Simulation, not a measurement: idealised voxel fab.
Proc. module: voxel fin reveal
Square cells of 5 nm make up the cross-section cut, whose width is 275 nm.
Format of a cross-section: grid, square cells. Given as bands. Order: top down. Band: one or more rows of cells. Top, bottom (nm), then materials left to right with widths (nm); lone material tagged "edge to edge" fills the whole band edge to edge; "blank" = empty space. Beneath 0, the wafer as received is one material, and that level is where height counting begins. The lowest band goes on downward without a bottom; it is written like "from 0 down". Read "30..40" as a graded width: first number on top, second number at the bottom, same change between each pair of neighbouring rows. "no modifications", as given for a step, is the statement that not any cell of the cross-section underwent a change during that step. Empty spaces without an open route to the top, at least 8 cells in extent, make up the entry "Closed void register"; each is given as width x height at distance, where the distance is measured from the left edge, and all are in nm. Post-settings text on a step line: simulator's own remark regarding the step. overlay nm: mask offset rightward from planned place, masked step; negative means leftward offset.
Listed below are the process steps as planned
1: RECEIVE | material Si
2: CONFORMAL_DEP | material SiN | thk nm 5
3: DIRECTIONAL_DEP | material aC | thk nm 10
4: PATTERN | tone cover | mask id FINS | material resist | width nm 15 | pitch nm 35 | thk nm 25 | overlay nm 0
5: DIRECTIONAL_ETCH | etch materials aC | depth nm 10
6: STRIP | etch materials resist
7: DIRECTIONAL_ETCH | etch materials SiN | depth nm 5
8: DIRECTIONAL_ETCH | etch materials Si | depth nm 35
9: STRIP | etch materials aC
10: FILL_DEP | material SiO2 | thk nm 5
11: CMP | height nm 5
12: SELECTIVE_ETCH | etch materials SiO2 | depth nm 15
13: STRIP | etch materials SiN
14: CONFORMAL_DEP | material SiO2 | thk nm 5
First wafer out of two, processed as planned
Wafer as received: cross-section following step 1
from 0 down | Si edge to edge
Closed void register: none
Take a look at the wafer's cross-section after step 2
from 5 to 0 | SiN edge to edge
Below 0 it's all the same as before, nothing changed down there.
Take a look at the wafer's cross-section after step 3
from 15 to 5 | aC edge to edge
Below 5 it's all the same as before, nothing changed down there.
Take a look at the wafer's cross-section after step 4
from 40 to 15 | 95 blank / 15 resist / 20 blank / 15 resist / 20 blank / 15 resist / 95 blank
Below 15 it's all the same as before, nothing changed down there.
Take a look at the wafer's cross-section after step 5
from 30 to 15 | 95 blank / 15 resist / 20 blank / 15 resist / 20 blank / 15 resist / 95 blank
from 15 to 5 | 95 blank / 15 aC / 20 blank / 15 aC / 20 blank / 15 aC / 95 blank
Below 5 it's all the same as before, nothing changed down there.
Take a look at the wafer's cross-section after step 6
from 15 to 5 | 95 blank / 15 aC / 20 blank / 15 aC / 20 blank / 15 aC / 95 blank
Below 5 it's all the same as before, nothing changed down there.
Take a look at the wafer's cross-section after step 7
from 15 to 5 | 95 blank / 15 aC / 20 blank / 15 aC / 20 blank / 15 aC / 95 blank
from 5 to 0 | 95 blank / 15 SiN / 20 blank / 15 SiN / 20 blank / 15 SiN / 95 blank
Below 0 it's all the same as before, nothing changed down there.
Take a look at the wafer's cross-section after step 8
from 15 to 5 | 95 blank / 15 aC / 20 blank / 15 aC / 20 blank / 15 aC / 95 blank
from 5 to 0 | 95 blank / 15 SiN / 20 blank / 15 SiN / 20 blank / 15 SiN / 95 blank
from 0 to -35 | 95 blank / 15 Si / 20 blank / 15 Si / 20 blank / 15 Si / 95 blank
Below -35 it's all the same as before, nothing changed down there.
Take a look at the wafer's cross-section after step 9
from 5 to 0 | 95 blank / 15 SiN / 20 blank / 15 SiN / 20 blank / 15 SiN / 95 blank
Below 0 it's all the same as before, nothing changed down there.
Take a look at the wafer's cross-section after step 10
from 10 to 5 | SiO2 edge to edge
from 5 to 0 | 95 SiO2 / 15 SiN / 20 SiO2 / 15 SiN / 20 SiO2 / 15 SiN / 95 SiO2
from 0 to -35 | 95 SiO2 / 15 Si / 20 SiO2 / 15 Si / 20 SiO2 / 15 Si / 95 SiO2
Below -35 it's all the same as before, nothing changed down there.
Take a look at the wafer's cross-section after step 11
from 5 to 0 | 95 SiO2 / 15 SiN / 20 SiO2 / 15 SiN / 20 SiO2 / 15 SiN / 95 SiO2
Below 0 it's all the same as before, nothing changed down there.
Take a look at the wafer's cross-section after step 12
from 5 to 0 | 95 blank / 15 SiN / 20 blank / 15 SiN / 20 blank / 15 SiN / 95 blank
from 0 to -10 | 95 blank / 15 Si / 20 blank / 15 Si / 20 blank / 15 Si / 95 blank
Below -10 it's all the same as before, nothing changed down there.
Take a look at the wafer's cross-section after step 13
from 0 to -10 | 95 blank / 15 Si / 20 blank / 15 Si / 20 blank / 15 Si / 95 blank
Below -10 it's all the same as before, nothing changed down there.
Take a look at the wafer's cross-section after step 14
from 5 to 0 | 90 blank / 25 SiO2 / 10 blank / 25 SiO2 / 10 blank / 25 SiO2 / 90 blank
from 0 to -5 | 90 blank / 5 SiO2 / 15 Si / 5 SiO2 / 10 blank / 5 SiO2 / 15 Si / 5 SiO2 / 10 blank / 5 SiO2 / 15 Si / 5 SiO2 / 90 blank
from -5 to -35 | 95 SiO2 / 15 Si / 20 SiO2 / 15 Si / 20 SiO2 / 15 Si / 95 SiO2
Below -35 it's all the same as before, nothing changed down there.
It is to be noted that the second wafer proceeded from the same initial state and according to the same plan as the first, although one mistake was committed in its execution; through step 10, inclusive, the two wafers share an identical history
Cross-section of the second wafer when, according to plan, step 11 should have finished
from -5 to -35 | 95 SiO2 / 15 Si / 20 SiO2 / 15 Si / 20 SiO2 / 15 Si / 95 SiO2
Below -35 it's all the same as before, nothing changed down there.
Cross-section of the second wafer when, according to plan, step 12 should have finished
from -5 to -20 | 95 blank / 15 Si / 20 blank / 15 Si / 20 blank / 15 Si / 95 blank
Below -20 it's all the same as before, nothing changed down there.
Cross-section of the second wafer when, according to plan, step 13 should have finished: no modifications
Cross-section of the second wafer when, according to plan, step 14 should have finished
from 0 to -5 | 90 blank / 25 SiO2 / 10 blank / 25 SiO2 / 10 blank / 25 SiO2 / 90 blank
from -5 to -15 | 90 blank / 5 SiO2 / 15 Si / 5 SiO2 / 10 blank / 5 SiO2 / 15 Si / 5 SiO2 / 10 blank / 5 SiO2 / 15 Si / 5 SiO2 / 90 blank
from -15 to -35 | 95 SiO2 / 15 Si / 20 SiO2 / 15 Si / 20 SiO2 / 15 Si / 95 SiO2
Below -35 it's all the same as before, nothing changed down there.
Short version of what went wrong: in deviation from the planned setting, step 11 was conducted as CMP | height nm -5
It is noted that, at the conclusion of processing, the second wafer exhibits a higher or lower cell count for certain materials relative to the first: -9 Si | -86 SiO2
